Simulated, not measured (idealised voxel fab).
You're looking at the process module voxel transistor to metal.
Each square cell in cross-section cut measures 5 nm, and the section as a whole is 175 nm wide.
Each cross-section below is a grid of square cells, stated as bands in top-down order, with one or more rows of cells making up each band. It is stipulated that each band's entry specify, in nanometres, the height of the top of the band and then that of its bottom, followed by the materials of the band in left-to-right sequence, each together with its width in nanometres. A single material marked by the word "all across" is understood to fill the band from edge to edge; the word "empty" is understood to denote empty space. The reference from which all heights are counted is 0, the level beneath which the as-received wafer is entirely one material; the lowest band, having no lower bound, proceeds downward and is written after the example "0..down". Think of "30 to 40" as a width that walks from the first number to the second as you go down the band, top row to bottom row, taking equal-sized steps from row to row. Given "same as before" for a step, no cell of the cross-section differs between before and after that step. The entry titled "Closed internal voids" provides the empty spaces that have no open way to the top, restricted to those of 8 cells or more. Each is presented as width x height at distance, the distance being measured from the left edge, with all three in nm. It should be noted that, on the line of a given step, the content following the step's settings is a remark produced by the simulator itself with respect to that step. For masked steps, "overlay nm" on the step line gives how far right of plan the mask actually lay; a minus sign means it lay to the left. Reading guide: pairs of cross-sections, before and after one process step; after view cut off at lowest changed band; step and settings listed under each pair. Pairs may stem from different runs of this module on the same starting wafer; continuity with the pair above only where the "Status before step" entry states it.
### Status before step
* 55..30 | 40 empty  15 W  60 empty  15 W  45 empty
* 30..25 | 40 empty  15 TiN  60 empty  15 TiN  45 empty
* 25..15 | 40 SiO2  5 TiN  5 W  5 TiN  60 SiO2  5 TiN  5 W  5 TiN  45 SiO2
* 15..5 | 40 SiO2  5 TiN  5 W  5 TiN  5 SiO2  5 SiN  5 HfO2  5 TiN  20 W  5 TiN  5 HfO2  5 SiN  5 SiO2  5 TiN  5 W  5 TiN  45 SiO2
* 5..0 | 40 SiO2  15 TiN  5 SiO2  5 SiN  5 HfO2  5 TiN  20 W  5 TiN  5 HfO2  5 SiN  5 SiO2  15 TiN  45 SiO2
* 0..-5 | 30 SiO2  5 SiN  5 SiO2  10 TiN  10 nSi  5 SiN  5 HfO2  30 TiN  5 HfO2  5 SiN  10 nSi  10 TiN  5 SiO2  5 SiN  35 SiO2
* -5..-10 | 40 SiO2  10 TiN  10 nSi  5 SiO2  40 HfO2  5 SiO2  10 nSi  10 TiN  45 SiO2
* -10..-20 | 35 SiO2  25 nSi  50 Si  25 nSi  40 SiO2
* -20..-35 | 35 SiO2  100 Si  40 SiO2
* -35..down | Si all across
* Closed internal voids: none
### Section, Post-Step
* 60..55 | 35 empty  25 SiCN  50 empty  25 SiCN  40 empty
* 55..30 | 35 empty  5 SiCN  15 W  5 SiCN  50 empty  5 SiCN  15 W  5 SiCN  40 empty
* 30..25 | 40 SiCN  15 TiN  60 SiCN  15 TiN  45 SiCN
* Under the height 25 nothing was changed.
* Closed internal voids: none
Process step bridging the above cross-sections: CONFORMAL_DEP | material SiCN | thk nm 5
Status before step: The prior state of this step coincides with the post-step cross-section of the pair just above.
### Section, Post-Step
* 65..60 | lowk all across
* 60..55 | 35 lowk  25 SiCN  50 lowk  25 SiCN  40 lowk
* 55..30 | 35 lowk  5 SiCN  15 W  5 SiCN  50 lowk  5 SiCN  15 W  5 SiCN  40 lowk
* Under the height 30 nothing was changed.
* Closed internal voids: none
Process step bridging the above cross-sections: FILL_DEP | material lowk | thk nm 5
Status before step: The prior state of this step coincides with the post-step cross-section of the pair just above.
### Section, Post-Step
* 55..30 | 35 lowk  5 SiCN  15 W  5 SiCN  50 lowk  5 SiCN  15 W  5 SiCN  40 lowk
* Under the height 30 nothing was changed.
* Closed internal voids: none
Process step bridging the above cross-sections: CMP | height nm 55
Status before step: The prior state of this step coincides with the post-step cross-section of the pair just above.
### Section, Post-Step
* 60..55 | SiCN all across
* Under the height 55 nothing was changed.
* Closed internal voids: none
Process step bridging the above cross-sections: CONFORMAL_DEP | material SiCN | thk nm 5
### Status before step
* 65..55 | aC all across
* 55..30 | W all across
* 30..25 | TiN all across
* 25..15 | 40 SiO2  5 TiN  5 Ru  5 TiN  60 SiO2  5 TiN  5 Ru  5 TiN  45 SiO2
* 15..5 | 40 SiO2  5 TiN  5 Ru  5 TiN  5 SiO2  5 SiN  5 HfO2  5 TiN  20 W  5 TiN  5 HfO2  5 SiN  5 SiO2  5 TiN  5 Ru  5 TiN  45 SiO2
* 5..0 | 40 SiO2  15 TiN  5 SiO2  5 SiN  5 HfO2  5 TiN  20 W  5 TiN  5 HfO2  5 SiN  5 SiO2  15 TiN  45 SiO2
* 0..-5 | 30 SiO2  5 SiN  5 SiO2  10 TiN  10 nSi  5 SiN  5 HfO2  30 TiN  5 HfO2  5 SiN  10 nSi  10 TiN  5 SiO2  5 SiN  35 SiO2
* -5..-10 | 40 SiO2  10 TiN  10 nSi  5 SiO2  40 HfO2  5 SiO2  10 nSi  10 TiN  45 SiO2
* -10..-20 | 35 SiO2  25 nSi  50 Si  25 nSi  40 SiO2
* -20..-35 | 35 SiO2  100 Si  40 SiO2
* -35..down | Si all across
* Closed internal voids: none
### Section, Post-Step
* 90..65 | 40 resist  15 empty  60 resist  15 empty  45 resist
* Under the height 65 nothing was changed.
* Closed internal voids: none
Process step bridging the above cross-sections: PATTERN | tone open | mask id METAL_1 | material resist | width nm 15 | pitch nm 75 | thk nm 25 | overlay nm 0
Status before step: The prior state of this step coincides with the post-step cross-section of the pair just above.
### Section, Post-Step
* 80..65 | 40 resist  15 empty  60 resist  15 empty  45 resist
* 65..55 | 40 aC  15 empty  60 aC  15 empty  45 aC
* Under the height 55 nothing was changed.
* Closed internal voids: none
Process step bridging the above cross-sections: DIRECTIONAL_ETCH | etch materials aC | depth nm 10
Status before step: The prior state of this step coincides with the post-step cross-section of the pair just above.
### Section, Post-Step
* 65..55 | 40 aC  15 empty  60 aC  15 empty  45 aC
* Under the height 55 nothing was changed.
* Closed internal voids: none
Process step bridging the above cross-sections: STRIP | etch materials resist
Status before step: The prior state of this step coincides with the post-step cross-section of the pair just above.
### Section, Post-Step
* 65..55 | 40 aC  15 empty  60 aC  15 empty  45 aC
* 55..30 | 40 W  15 empty  60 W  15 empty  45 W
* Under the height 30 nothing was changed.
* Closed internal voids: none
Process step bridging the above cross-sections: DIRECTIONAL_ETCH | etch materials W | depth nm 25
Status before step: The prior state of this step coincides with the post-step cross-section of the pair just above.
### Section, Post-Step
* 65..55 | 40 aC  15 empty  60 aC  15 empty  45 aC
* 55..30 | 40 W  15 empty  60 W  15 empty  45 W
* 30..25 | 40 TiN  15 empty  60 TiN  15 empty  45 TiN
* Under the height 25 nothing was changed.
* Closed internal voids: none
Process step bridging the above cross-sections: DIRECTIONAL_ETCH | etch materials TiN | depth nm 5
Status before step: The prior state of this step coincides with the post-step cross-section of the pair just above.
### Section, Post-Step
* 55..30 | 40 W  15 empty  60 W  15 empty  45 W
* Under the height 30 nothing was changed.
* Closed internal voids: none
Process step bridging the above cross-sections: STRIP | etch materials aC
Status before step: The prior state of this step coincides with the post-step cross-section of the pair just above.
### Section, Post-Step
* 60..55 | 45 SiCN  5 empty  70 SiCN  5 empty  50 SiCN
* 55..30 | 40 W  5 SiCN  5 empty  5 SiCN  60 W  5 SiCN  5 empty  5 SiCN  45 W
* 30..25 | 40 TiN  15 SiCN  60 TiN  15 SiCN  45 TiN
* Under the height 25 nothing was changed.
* Closed internal voids: none
Process step bridging the above cross-sections: CONFORMAL_DEP | material SiCN | thk nm 5
Status before step: The prior state of this step coincides with the post-step cross-section of the pair just above.
### Section, Post-Step
* 65..60 | lowk all across
* 60..55 | 45 SiCN  5 lowk  70 SiCN  5 lowk  50 SiCN
* 55..30 | 40 W  5 SiCN  5 lowk  5 SiCN  60 W  5 SiCN  5 lowk  5 SiCN  45 W
* Under the height 30 nothing was changed.
* Closed internal voids: none
Process step bridging the above cross-sections: FILL_DEP | material lowk | thk nm 5
Status before step: The prior state of this step coincides with the post-step cross-section of the pair just above.
### Section, Post-Step
* 55..30 | 40 W  5 SiCN  5 lowk  5 SiCN  60 W  5 SiCN  5 lowk  5 SiCN  45 W
* Under the height 30 nothing was changed.
* Closed internal voids: none
Process step bridging the above cross-sections: CMP | height nm 55
Status before step: The prior state of this step coincides with the post-step cross-section of the pair just above.
### Section, Post-Step
* 60..55 | SiCN all across
* Under the height 55 nothing was changed.
* Closed internal voids: none
Process step bridging the above cross-sections: CONFORMAL_DEP | material SiCN | thk nm 5
